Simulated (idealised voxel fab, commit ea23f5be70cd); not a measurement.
Process module name: voxel wiring stack
Displayed cross-section: cut, width of 255 nm, square cells sized 5 nm.
The cross-sections in this document take the form of a grid made of square cells. They are written out as bands, in order from top to bottom. Each band consists of one or more rows of cells.
Look at the band entry: it leads with the top's height and the bottom's height in nm. Then it lists the materials left to right, with a width in nm for each. The word "all across" on a single material says that material fills the band edge to edge. The word "empty" is empty space.
Height reference: 0 = level under which incoming wafer is all one material. Lowest band: no bottom, runs on downward, e.g. "from 0 down".
Note: "30..40" means the width goes from the first number (top row of the band) to the second number (bottom row) in equal steps per row of cells.
"remained unchanged" means the step left every cell of the cross-section as it was.
"Entrapped void list" enumerates empty spaces isolated from the top, with no open way to it, that contain at least 8 cells, giving each as width x height at distance from the left edge, all three in nm.
Step line, after settings: the simulator's comment on this step.
The optional step-line setting "overlay nm" applies to steps with a mask and quantifies how far to the right of its planned location the mask lay, a negative value indicating leftward placement.

### Planned step list for the process
step 1: RECEIVE,material Si
step 2: CONFORMAL_DEP,material SiO2,thk nm 15
step 3: CONFORMAL_DEP,material SiN,thk nm 5
step 4: DIRECTIONAL_DEP,material lowk,thk nm 15
step 5: DIRECTIONAL_DEP,material aC,thk nm 10
step 6: PATTERN,tone open,mask id METAL_1,material resist,width nm 20,pitch nm 35,thk nm 25,overlay nm 0
step 7: DIRECTIONAL_ETCH,etch materials aC,depth nm 10
step 8: STRIP,etch materials resist
step 9: DIRECTIONAL_ETCH,etch materials lowk,depth nm 15
step 10: DIRECTIONAL_ETCH,etch materials SiN,depth nm 5
step 11: STRIP,etch materials aC
step 12: CONFORMAL_DEP,material TiN,thk nm 5
step 13: FILL_DEP,material Cu,thk nm 10
step 14: CMP,height nm 35
step 15: CONFORMAL_DEP,material SiCN,thk nm 5
step 16: DIRECTIONAL_DEP,material lowk,thk nm 30
step 17: PATTERN,tone open,mask id METAL_2_HOLES,material resist,width nm 15,pitch nm 70,thk nm 15,overlay nm 0
step 18: DIRECTIONAL_ETCH,etch materials lowk,depth nm 30
step 19: STRIP,etch materials resist
step 20: MASKED_ETCH,tone open,mask id METAL_2,width nm 20,pitch nm 35,etch materials lowk,depth nm 20,overlay nm 0
step 21: MASKED_ETCH,tone open,mask id METAL_2,width nm 20,pitch nm 35,etch materials SiCN,depth nm 5,overlay nm 0
step 22: CONFORMAL_DEP,material TiN,thk nm 5
step 23: FILL_DEP,material Cu,thk nm 5
step 24: CMP,height nm 70
step 25: CONFORMAL_DEP,material SiN,thk nm 5

### first wafer, as planned

### Wafer at receipt (post step 1), cross-section
from 0 down | Si all across
Entrapped void list: none

### After step 2, in cross-section
from 15 to 0 | SiO2 all across
Note: structure below 0 unchanged.

### After step 3, in cross-section
from 20 to 15 | SiN all across
Note: structure below 15 unchanged.

### After step 4, in cross-section
from 35 to 20 | lowk all across
Note: structure below 20 unchanged.

### After step 5, in cross-section
from 45 to 35 | aC all across
Note: structure below 35 unchanged.

### After step 6, in cross-section
from 70 to 45 | resist=65  empty=20  resist=15  empty=20  resist=15  empty=20  resist=15  empty=20  resist=65
Note: structure below 45 unchanged.

### After step 7, in cross-section
from 60 to 45 | resist=65  empty=20  resist=15  empty=20  resist=15  empty=20  resist=15  empty=20  resist=65
from 45 to 35 | aC=65  empty=20  aC=15  empty=20  aC=15  empty=20  aC=15  empty=20  aC=65
Note: structure below 35 unchanged.

### After step 8, in cross-section
from 45 to 35 | aC=65  empty=20  aC=15  empty=20  aC=15  empty=20  aC=15  empty=20  aC=65
Note: structure below 35 unchanged.

### After step 9, in cross-section
from 45 to 35 | aC=65  empty=20  aC=15  empty=20  aC=15  empty=20  aC=15  empty=20  aC=65
from 35 to 20 | lowk=65  empty=20  lowk=15  empty=20  lowk=15  empty=20  lowk=15  empty=20  lowk=65
Note: structure below 20 unchanged.

### After step 10, in cross-section
from 45 to 35 | aC=65  empty=20  aC=15  empty=20  aC=15  empty=20  aC=15  empty=20  aC=65
from 35 to 20 | lowk=65  empty=20  lowk=15  empty=20  lowk=15  empty=20  lowk=15  empty=20  lowk=65
from 20 to 15 | SiN=65  empty=20  SiN=15  empty=20  SiN=15  empty=20  SiN=15  empty=20  SiN=65
Note: structure below 15 unchanged.

### After step 11, in cross-section
from 35 to 20 | lowk=65  empty=20  lowk=15  empty=20  lowk=15  empty=20  lowk=15  empty=20  lowk=65
Note: structure below 20 unchanged.

### After step 12, in cross-section
from 40 to 35 | TiN=70  empty=10  TiN=25  empty=10  TiN=25  empty=10  TiN=25  empty=10  TiN=70
from 35 to 20 | lowk=65  TiN=5  empty=10  TiN=5  lowk=15  TiN=5  empty=10  TiN=5  lowk=15  TiN=5  empty=10  TiN=5  lowk=15  TiN=5  empty=10  TiN=5  lowk=65
from 20 to 15 | SiN=65  TiN=20  SiN=15  TiN=20  SiN=15  TiN=20  SiN=15  TiN=20  SiN=65
Note: structure below 15 unchanged.

### After step 13, in cross-section
from 50 to 40 | Cu all across
from 40 to 35 | TiN=70  Cu=10  TiN=25  Cu=10  TiN=25  Cu=10  TiN=25  Cu=10  TiN=70
from 35 to 20 | lowk=65  TiN=5  Cu=10  TiN=5  lowk=15  TiN=5  Cu=10  TiN=5  lowk=15  TiN=5  Cu=10  TiN=5  lowk=15  TiN=5  Cu=10  TiN=5  lowk=65
Note: structure below 20 unchanged.

### After step 14, in cross-section
from 35 to 20 | lowk=65  TiN=5  Cu=10  TiN=5  lowk=15  TiN=5  Cu=10  TiN=5  lowk=15  TiN=5  Cu=10  TiN=5  lowk=15  TiN=5  Cu=10  TiN=5  lowk=65
Note: structure below 20 unchanged.

### After step 15, in cross-section
from 40 to 35 | SiCN all across
Note: structure below 35 unchanged.

### After step 16, in cross-section
from 70 to 40 | lowk all across
Note: structure below 40 unchanged.

### After step 17, in cross-section
from 85 to 70 | resist=65  empty=15  resist=55  empty=15  resist=105
Note: structure below 70 unchanged.

### After step 18, in cross-section
from 85 to 70 | resist=65  empty=15  resist=55  empty=15  resist=105
from 70 to 40 | lowk=65  empty=15  lowk=55  empty=15  lowk=105
Note: structure below 40 unchanged.

### After step 19, in cross-section
from 70 to 40 | lowk=65  empty=15  lowk=55  empty=15  lowk=105
Note: structure below 40 unchanged.

### After step 20, in cross-section
from 70 to 50 | lowk=65  empty=20  lowk=15  empty=20  lowk=15  empty=20  lowk=15  empty=20  lowk=65
Note: structure below 50 unchanged.

### After step 21, in cross-section
from 70 to 50 | lowk=65  empty=20  lowk=15  empty=20  lowk=15  empty=20  lowk=15  empty=20  lowk=65
from 50 to 40 | lowk=65  empty=15  lowk=55  empty=15  lowk=105
from 40 to 35 | SiCN=65  empty=15  SiCN=55  empty=15  SiCN=105
Note: structure below 35 unchanged.

### After step 22, in cross-section
from 75 to 70 | TiN=70  empty=10  TiN=25  empty=10  TiN=25  empty=10  TiN=25  empty=10  TiN=70
from 70 to 55 | lowk=65  TiN=5  empty=10  TiN=5  lowk=15  TiN=5  empty=10  TiN=5  lowk=15  TiN=5  empty=10  TiN=5  lowk=15  TiN=5  empty=10  TiN=5  lowk=65
from 55 to 50 | lowk=65  TiN=5  empty=5  TiN=10  lowk=15  TiN=20  lowk=15  TiN=5  empty=5  TiN=10  lowk=15  TiN=20  lowk=65
from 50 to 40 | lowk=65  TiN=5  empty=5  TiN=5  lowk=55  TiN=5  empty=5  TiN=5  lowk=105
from 40 to 35 | SiCN=65  TiN=15  SiCN=55  TiN=15  SiCN=105
Note: structure below 35 unchanged.

### After step 23, in cross-section
from 80 to 75 | Cu all across
from 75 to 70 | TiN=70  Cu=10  TiN=25  Cu=10  TiN=25  Cu=10  TiN=25  Cu=10  TiN=70
from 70 to 55 | lowk=65  TiN=5  Cu=10  TiN=5  lowk=15  TiN=5  Cu=10  TiN=5  lowk=15  TiN=5  Cu=10  TiN=5  lowk=15  TiN=5  Cu=10  TiN=5  lowk=65
from 55 to 50 | lowk=65  TiN=5  Cu=5  TiN=10  lowk=15  TiN=20  lowk=15  TiN=5  Cu=5  TiN=10  lowk=15  TiN=20  lowk=65
from 50 to 40 | lowk=65  TiN=5  Cu=5  TiN=5  lowk=55  TiN=5  Cu=5  TiN=5  lowk=105
Note: structure below 40 unchanged.

### After step 24, in cross-section
from 70 to 55 | lowk=65  TiN=5  Cu=10  TiN=5  lowk=15  TiN=5  Cu=10  TiN=5  lowk=15  TiN=5  Cu=10  TiN=5  lowk=15  TiN=5  Cu=10  TiN=5  lowk=65
Note: structure below 55 unchanged.

### After step 25, in cross-section
from 75 to 70 | SiN all across
Note: structure below 70 unchanged.

### Wafer two. Same start, same plan, one slip in execution. Same as wafer one through step 15, inclusive

### Cross-sectional representation of the second wafer at the time designated in the plan for the completion of step 16
from 100 to 40 | lowk all across
Note: structure below 40 unchanged.

### Cross-sectional representation of the second wafer at the time designated in the plan for the completion of step 17
from 115 to 100 | resist=65  empty=15  resist=55  empty=15  resist=105
Note: structure below 100 unchanged.

### Cross-sectional representation of the second wafer at the time designated in the plan for the completion of step 18
from 115 to 100 | resist=65  empty=15  resist=55  empty=15  resist=105
from 100 to 70 | lowk=65  empty=15  lowk=55  empty=15  lowk=105
Note: structure below 70 unchanged.

### Cross-sectional representation of the second wafer at the time designated in the plan for the completion of step 19
from 100 to 70 | lowk=65  empty=15  lowk=55  empty=15  lowk=105
Note: structure below 70 unchanged.

### Cross-sectional representation of the second wafer at the time designated in the plan for the completion of step 20
from 100 to 80 | lowk=65  empty=20  lowk=15  empty=20  lowk=15  empty=20  lowk=15  empty=20  lowk=65
from 80 to 50 | lowk=65  empty=15  lowk=55  empty=15  lowk=105
Note: structure below 50 unchanged.

Cross-sectional representation of the second wafer at the time designated in the plan for the completion of step 21: remained unchanged

### Cross-sectional representation of the second wafer at the time designated in the plan for the completion of step 22
from 105 to 100 | TiN=70  empty=10  TiN=25  empty=10  TiN=25  empty=10  TiN=25  empty=10  TiN=70
from 100 to 85 | lowk=65  TiN=5  empty=10  TiN=5  lowk=15  TiN=5  empty=10  TiN=5  lowk=15  TiN=5  empty=10  TiN=5  lowk=15  TiN=5  empty=10  TiN=5  lowk=65
from 85 to 80 | lowk=65  TiN=5  empty=5  TiN=10  lowk=15  TiN=20  lowk=15  TiN=5  empty=5  TiN=10  lowk=15  TiN=20  lowk=65
from 80 to 55 | lowk=65  TiN=5  empty=5  TiN=5  lowk=55  TiN=5  empty=5  TiN=5  lowk=105
from 55 to 50 | lowk=65  TiN=15  lowk=55  TiN=15  lowk=105
Note: structure below 50 unchanged.

### Cross-sectional representation of the second wafer at the time designated in the plan for the completion of step 23
from 110 to 105 | Cu all across
from 105 to 100 | TiN=70  Cu=10  TiN=25  Cu=10  TiN=25  Cu=10  TiN=25  Cu=10  TiN=70
from 100 to 85 | lowk=65  TiN=5  Cu=10  TiN=5  lowk=15  TiN=5  Cu=10  TiN=5  lowk=15  TiN=5  Cu=10  TiN=5  lowk=15  TiN=5  Cu=10  TiN=5  lowk=65
from 85 to 80 | lowk=65  TiN=5  Cu=5  TiN=10  lowk=15  TiN=20  lowk=15  TiN=5  Cu=5  TiN=10  lowk=15  TiN=20  lowk=65
from 80 to 55 | lowk=65  TiN=5  Cu=5  TiN=5  lowk=55  TiN=5  Cu=5  TiN=5  lowk=105
Note: structure below 55 unchanged.

### Cross-sectional representation of the second wafer at the time designated in the plan for the completion of step 24
from 70 to 55 | lowk=65  TiN=5  Cu=5  TiN=5  lowk=55  TiN=5  Cu=5  TiN=5  lowk=105
Note: structure below 55 unchanged.

### Cross-sectional representation of the second wafer at the time designated in the plan for the completion of step 25
from 75 to 70 | SiN all across
Note: structure below 70 unchanged.
Misprocessing identified: step 16 was run twice
End check, counted in cells, second wafer has more or fewer of these materials than the first: -24 Cu | +6 SiCN | -34 TiN | +52 lowk
